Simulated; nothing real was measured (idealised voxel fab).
Herein follows the process module entitled voxel released beams.
This is section cut - it's 155 nm across, gridded in 5 nm square cells.
Cross-section, as written here: a square-cell grid given band by band from the top down, where a band holds one or more rows of cells.
Top, bottom (nm), then materials left to right with widths (nm); lone material tagged "throughout" fills the whole band edge to edge; "air" = empty space.
The reference from which all heights are counted is 0, the level beneath which the as-received wafer is entirely one material; the lowest band, having no lower bound, proceeds downward and is written after the example "0 and below".
Graded width ("30 to 40"): value in top row of band = first number; value in bottom row = second number; row-to-row change constant.
Where a step carries "nothing altered", the cross-section came out of it unchanged, cell for cell.
Empty spaces counting at least 8 cells and having no open way to the top are listed in "Enclosed void entries". The notation width x height at distance is used for each, the distance being from the left edge and all three values in nm.
after a step's settings: what the simulator itself notes on the step
On any step carrying a mask, the "overlay nm" setting, if present on the step's line, tells how far right of its planned place the mask lay; negative values point to the left.

## Below is the list of planned process steps
| 1 | RECEIVE: material Si |
| 2 | CONFORMAL_DEP: material SiN, thk nm 5 |
| 3 | DIRECTIONAL_DEP: material SiO2, thk nm 15 |
| 4 | MASKED_ETCH: tone open, mask id ANCHOR, width nm 35, etch materials SiO2, depth nm 15, overlay nm 0 |
| 5 | CONFORMAL_DEP: material W, thk nm 15 |
| 6 | DIRECTIONAL_DEP: material aC, thk nm 15 |
| 7 | PATTERN: tone cover, mask id BEAM, material resist, width nm 90, thk nm 30, overlay nm 0 |
| 8 | DIRECTIONAL_ETCH: etch materials aC, depth nm 15 |
| 9 | STRIP: etch materials resist |
| 10 | DIRECTIONAL_ETCH: etch materials W, depth nm 15 |
| 11 | STRIP: etch materials aC |
| 12 | STRIP: etch materials SiO2 |

## Wafer cross-section on receipt, i.e. after step 1
    0 and below: Si throughout
    Enclosed void entries: none

## End-of-module cross-section of the first of two wafers, processed as planned
    35 down to 20: air=30 | W=20 | air=5 | W=65 | air=35
    20 down to 5: air=35 | W=35 | air=85
    5 down to 0: SiN throughout
    0 and below: Si throughout
    Enclosed void entries: none

## Cross-sectional view of the second of two wafers upon completion of the module. This wafer shared its starting condition and process plan with the first; one error was made during its execution
    25 down to 20: air=30 | W=20 | air=5 | W=65 | air=35
    20 down to 10: air=30 | W=90 | air=35
    10 down to 5: air=35 | W=35 | air=85
    5 down to 0: SiN throughout
    0 and below: Si throughout
    Enclosed void entries: none
Deviation from plan: the process deviated at step 3: the operation and settings actually run there were DIRECTIONAL_DEP: material SiO2, thk nm 5
It is noted that, at the conclusion of processing, the second wafer exhibits a higher or lower cell count for certain materials relative to the first: W -12
